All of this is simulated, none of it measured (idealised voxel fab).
This is a process module. Its name is voxel ribs on slabs.
Section cut is 260 nm wide and gridded with 5 nm square cells.
In this document a cross-section is written as a grid of square cells. It is given as a series of bands, listed from the top down, and a band is one or more rows of cells. The entry gives the band's vertical extent as a top height and a bottom height in nm, then its horizontal make-up as materials from left to right, each with a width in nm. "air" stands for empty space; a single material marked "throughout" fills the band edge to edge. Heights are expressed relative to 0, this being the level below which the as-received wafer comprises one material exclusively. The lowest band is unbounded in the downward direction and is denoted as in "0 nm and below". Read "30 to 40" as a graded width: first number on top, second number at the bottom, same change between each pair of neighbouring rows. What does "nothing altered" mean for a step? It means no cell of the cross-section changed in that step. You'll see "Trapped voids" listing empty spaces that have no way open to the top, as long as they're 8 cells or more; the notation is width x height at distance, where the distance is from the left edge, and all of it is in nm. On a step's line, text after the settings is the simulator commenting on that step. overlay nm: how far to the right of its planned place the mask lay on this masked step (negative: to the left).

**Steps in the process plan**
step 1: RECEIVE | material Si
step 2: DIRECTIONAL_DEP | material SiO2 | thk nm 30
step 3: DIRECTIONAL_DEP | material polySi | thk nm 15
step 4: DIRECTIONAL_DEP | material aC | thk nm 10
step 5: PATTERN | tone cover | mask id RIB | material resist | width nm 15 | thk nm 30 | overlay nm 0
step 6: DIRECTIONAL_ETCH | etch materials aC | depth nm 10
step 7: STRIP | etch materials resist
step 8: DIRECTIONAL_ETCH | etch materials polySi | depth nm 10
step 9: STRIP | etch materials aC
step 10: MASKED_ETCH | tone cover | mask id SLAB | width nm 75 | etch materials polySi | depth nm 5 | overlay nm 0
step 11: FILL_DEP | material SiO2 | thk nm 15
step 12: CMP | height nm 55
step 13: DIRECTIONAL_DEP | material W | thk nm 10
step 14: DIRECTIONAL_DEP | material aC | thk nm 15
step 15: PATTERN | tone cover | mask id HEATER | material resist | width nm 25 | thk nm 30 | overlay nm 0
step 16: DIRECTIONAL_ETCH | etch materials aC | depth nm 15
step 17: STRIP | etch materials resist
step 18: DIRECTIONAL_ETCH | etch materials W | depth nm 10
step 19: STRIP | etch materials aC
step 20: CONFORMAL_DEP | material SiN | thk nm 5

**This is the cross-section of the wafer as we received it, i.e. after step 1**
	0 nm and below: Si throughout
	Trapped voids: none

**Looking at the first of two wafers in cross-section at end of module - ran to plan**
	70 nm to 65 nm: air=110, then SiN=35, then air=115
	65 nm to 60 nm: air=110, then SiN=5, then W=25, then SiN=5, then air=115
	60 nm to 55 nm: SiN=115, then W=25, then SiN=120
	55 nm to 45 nm: SiO2 throughout
	45 nm to 35 nm: SiO2=120, then polySi=15, then SiO2=125
	35 nm to 30 nm: SiO2=90, then polySi=75, then SiO2=95
	30 nm to 0 nm: SiO2 throughout
	0 nm and below: Si throughout
	Trapped voids: none

**Module end: cross-section of wafer two of two. Same start and process plan as the first wafer. One mistake during execution**
	70 nm to 65 nm: air=105, then SiN=45, then air=110
	65 nm to 60 nm: air=105, then SiN=5, then W=35, then SiN=5, then air=110
	60 nm to 55 nm: SiN=110, then W=35, then SiN=115
	55 nm to 45 nm: SiO2 throughout
	45 nm to 35 nm: SiO2=120, then polySi=15, then SiO2=125
	35 nm to 30 nm: SiO2=90, then polySi=75, then SiO2=95
	30 nm to 0 nm: SiO2 throughout
	0 nm and below: Si throughout
	Trapped voids: none
It is concluded that the wafer was processed incorrectly with respect to the plan, in that for step 15, the planned setting was not used; the step was instead run as PATTERN | tone cover | mask id HEATER | material resist | width nm 35 | thk nm 30 | overlay nm 0
Looking at both finished wafers in cells, the second ends up ahead of or behind the first on some materials: W +4
